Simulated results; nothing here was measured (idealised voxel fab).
process module | voxel spacer lines
cross-section cut | 160 nm wide | cells 5 nm
A cross-section is a grid of square cells, given in bands from the top down. A band is one or more rows of cells.
Each band's line starts with the height of the band's top and of its bottom, in nm. Then come its materials from left to right, each with its width in nm. One material with "throughout" fills the band from edge to edge. "air" is empty space.
Height 0 is the level under which the wafer as received is all one material. The lowest band goes on downwards, as in "0 down".
A width such as "30 to 40" changes by the same amount from each row of cells to the next, from the band's top row to its bottom row.
"no change" after a step means that no cell of the cross-section changed.
closed voids: empty space of 8 cells or more with no open way to the top, each as width x height at its distance from the left edge, in nm
after a step's settings: what the simulator itself notes on the step
overlay nm, on a step with a mask: how far to the right of its planned place the mask lay; to the left if negative
plan
1 op RECEIVE | material Si
2 op CONFORMAL_DEP | material Al2O3 | thk nm 5
3 op DIRECTIONAL_DEP | material W | thk nm 15
4 op DIRECTIONAL_DEP | material aC | thk nm 20
5 op PATTERN | tone cover | mask id MANDREL | material resist | width nm 20 | pitch nm 60 | thk nm 25 | overlay nm 0
6 op DIRECTIONAL_ETCH | etch materials aC | depth nm 20
7 op STRIP | etch materials resist
8 op CONFORMAL_DEP | material SiO2 | thk nm 10
9 op DIRECTIONAL_ETCH | etch materials SiO2 | depth nm 10
10 op STRIP | etch materials aC
11 op DIRECTIONAL_ETCH | etch materials W | depth nm 15
12 op STRIP | etch materials SiO2
as received, after step 1
  0 down: Si throughout
  closed voids: none
a wafer at the end: this start, this plan, one mistake
  20 to 5: air 20 | W 10 | air 20 | W 10 | air 20 | W 10 | air 20 | W 10 | air 40
  5 to 0: Al2O3 throughout
  0 down: Si throughout
  closed voids: none
what went wrong: step 5 ran as: op PATTERN | tone cover | mask id MANDREL | material resist | width nm 20 | pitch nm 60 | thk nm 25 | overlay nm -10
